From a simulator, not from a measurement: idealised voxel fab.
process module | voxel gate over fins
cross-section cut | 160 nm wide | cells 5 nm
A cross-section is a grid of square cells, given in bands from the top down. A band is one or more rows of cells.
Each band's line starts with the height of the band's top and of its bottom, in nm. Then come its materials from left to right, each with its width in nm. One material with "throughout" fills the band from edge to edge. "air" is empty space.
Height 0 is the level under which the wafer as received is all one material. The lowest band goes on downwards, as in "0 down".
A width such as "30 to 40" changes by the same amount from each row of cells to the next, from the band's top row to its bottom row.
"no change" after a step means that no cell of the cross-section changed.
closed voids: empty space of 8 cells or more with no open way to the top, each as width x height at its distance from the left edge, in nm
after a step's settings: what the simulator itself notes on the step
overlay nm, on a step with a mask: how far to the right of its planned place the mask lay; to the left if negative
plan
1 op RECEIVE | material Si
2 op CONFORMAL_DEP | material SiN | thk nm 5
3 op DIRECTIONAL_DEP | material aC | thk nm 10
4 op PATTERN | tone cover | mask id FINS | material resist | width nm 15 | pitch nm 35 | thk nm 30 | overlay nm -15
5 op DIRECTIONAL_ETCH | etch materials aC | depth nm 10
6 op STRIP | etch materials resist
7 op DIRECTIONAL_ETCH | etch materials SiN | depth nm 5
8 op DIRECTIONAL_ETCH | etch materials Si | depth nm 30
9 op STRIP | etch materials aC
10 op OXIDIZE | depth nm 5
11 op FILL_DEP | material SiO2 | thk nm 10
12 op CMP | height nm 5
13 op SELECTIVE_ETCH | etch materials SiO2 | depth nm 15
14 op STRIP | etch materials SiN
15 op CONFORMAL_DEP | material HfO2 | thk nm 5
16 op CONFORMAL_DEP | material TiN | thk nm 5
17 op CONFORMAL_DEP | material TiAl | thk nm 5
18 op CONFORMAL_DEP | material TiN | thk nm 5
19 op FILL_DEP | material W | thk nm 10
20 op CMP | height nm 25
21 op CONFORMAL_DEP | material SiCN | thk nm 5
varied across the wafers: overlay nm of step 4. The plan shows the first wafer's value. All wafers start alike
first wafer as received, after step 1
  0 down: Si throughout
  closed voids: none
each wafer at the end: cells of each material gained (+) or lost (-) since it was received, then its closed voids
overlay nm -15 | +40 HfO2 | -210 Si | +32 SiCN | +150 SiO2 | +40 TiAl | +76 TiN | +64 W | closed voids: none
overlay nm -10 | +40 HfO2 | -210 Si | +32 SiCN | +150 SiO2 | +40 TiAl | +76 TiN | +64 W | closed voids: none
overlay nm -5 | +40 HfO2 | -210 Si | +32 SiCN | +150 SiO2 | +40 TiAl | +76 TiN | +64 W | closed voids: none
overlay nm 0 | +40 HfO2 | -210 Si | +32 SiCN | +150 SiO2 | +40 TiAl | +76 TiN | +64 W | closed voids: none
overlay nm 5 | +40 HfO2 | -210 Si | +32 SiCN | +150 SiO2 | +40 TiAl | +76 TiN | +64 W | closed voids: none
overlay nm 10 | +40 HfO2 | -210 Si | +32 SiCN | +150 SiO2 | +40 TiAl | +76 TiN | +64 W | closed voids: none
overlay nm 15 | +40 HfO2 | -210 Si | +32 SiCN | +150 SiO2 | +40 TiAl | +76 TiN | +64 W | closed voids: none
